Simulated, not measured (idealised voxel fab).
Process module under the name voxel ribs on slabs
Each square cell in cross-section cut measures 5 nm, and the section as a whole is 220 nm wide.
Bands, listed from the top down, are how a cross-section gets written in this document; the cross-section itself is a grid of square cells, and a band is one or more rows of them.
Per band: top height and bottom height in nm, followed by the left-to-right materials and their widths in nm; "throughout" marks a single material spanning edge to edge, "blank" marks empty space.
Convention: height 0 is the level below which the wafer, as received, is all one material. The lowest band does not terminate at the bottom but continues downward, represented as "z 0 and below".
When a width is written as two numbers, as in "30 to 40", the first number is the width in the top row of cells of the band and the second is the width in its bottom row, and the width changes by the same amount from each row to the next.
You'll sometimes find "no modifications" written for a step, and that's the way of saying that nowhere in the cross-section did a cell change during that step.
Entry "Unvented voids". Content: empty spaces with no open connection to the top, size 8 cells or greater. Each: width x height at distance. Distance: from left edge. Unit: nm.
Past the settings on a step's line: simulator remark, on that step.
overlay nm, on a step with a mask: how far to the right of its planned place the mask lay; to the left if negative

The steps planned for the process are as follows:
1. RECEIVE (material Si)
2. DIRECTIONAL_DEP (material SiO2; thk nm 30)
3. DIRECTIONAL_DEP (material polySi; thk nm 15)
4. MASKED_ETCH (tone cover; mask id RIB; width nm 15; etch materials polySi; depth nm 10; overlay nm 0)
5. MASKED_ETCH (tone cover; mask id SLAB; width nm 55; etch materials polySi; depth nm 5; overlay nm 0)
6. FILL_DEP (material SiO2; thk nm 25)
7. CMP (height nm 65)
8. DIRECTIONAL_DEP (material TiN; thk nm 10)
9. PATTERN (tone cover; mask id HEATER; material resist; width nm 25; thk nm 20; overlay nm 0)
10. DIRECTIONAL_ETCH (etch materials TiN; depth nm 10)
11. STRIP (etch materials resist)
12. CONFORMAL_DEP (material SiO2; thk nm 5)
varied across the wafers: width nm of step 5. The plan shows the first wafer's value. All wafers start alike

Sectional view: first of several wafers, as received, after step 1:
    z 0 and below = Si throughout
    Unvented voids: none

End-of-module cross-section, first of several wafers, after last step 12:
    z 80 to 75 = 90 of blank, then 35 of SiO2, then 95 of blank
    z 75 to 70 = 90 of blank, then 5 of SiO2, then 25 of TiN, then 5 of SiO2, then 95 of blank
    z 70 to 65 = 95 of SiO2, then 25 of TiN, then 100 of SiO2
    z 65 to 45 = SiO2 throughout
    z 45 to 35 = 100 of SiO2, then 15 of polySi, then 105 of SiO2
    z 35 to 30 = 80 of SiO2, then 55 of polySi, then 85 of SiO2
    z 30 to 0 = SiO2 throughout
    z 0 and below = Si throughout
    Unvented voids: none

Wafer cross-section (last wafer, module end):
    z 80 to 75 = 90 of blank, then 35 of SiO2, then 95 of blank
    z 75 to 70 = 90 of blank, then 5 of SiO2, then 25 of TiN, then 5 of SiO2, then 95 of blank
    z 70 to 65 = 95 of SiO2, then 25 of TiN, then 100 of SiO2
    z 65 to 45 = SiO2 throughout
    z 45 to 35 = 100 of SiO2, then 15 of polySi, then 105 of SiO2
    z 35 to 30 = 70 of SiO2, then 80 of polySi, then 70 of SiO2
    z 30 to 0 = SiO2 throughout
    z 0 and below = Si throughout
    Unvented voids: none

Wafer rows; end of module; cells per material since receipt: (+) gained, (-) lost; then closed voids:
width nm 55 | +603 SiO2 | +10 TiN | +17 polySi | Unvented voids: none
width nm 60 | +602 SiO2 | +10 TiN | +18 polySi | Unvented voids: none
width nm 65 | +601 SiO2 | +10 TiN | +19 polySi | Unvented voids: none
width nm 70 | +600 SiO2 | +10 TiN | +20 polySi | Unvented voids: none
width nm 75 | +599 SiO2 | +10 TiN | +21 polySi | Unvented voids: none
width nm 80 | +598 SiO2 | +10 TiN | +22 polySi | Unvented voids: none
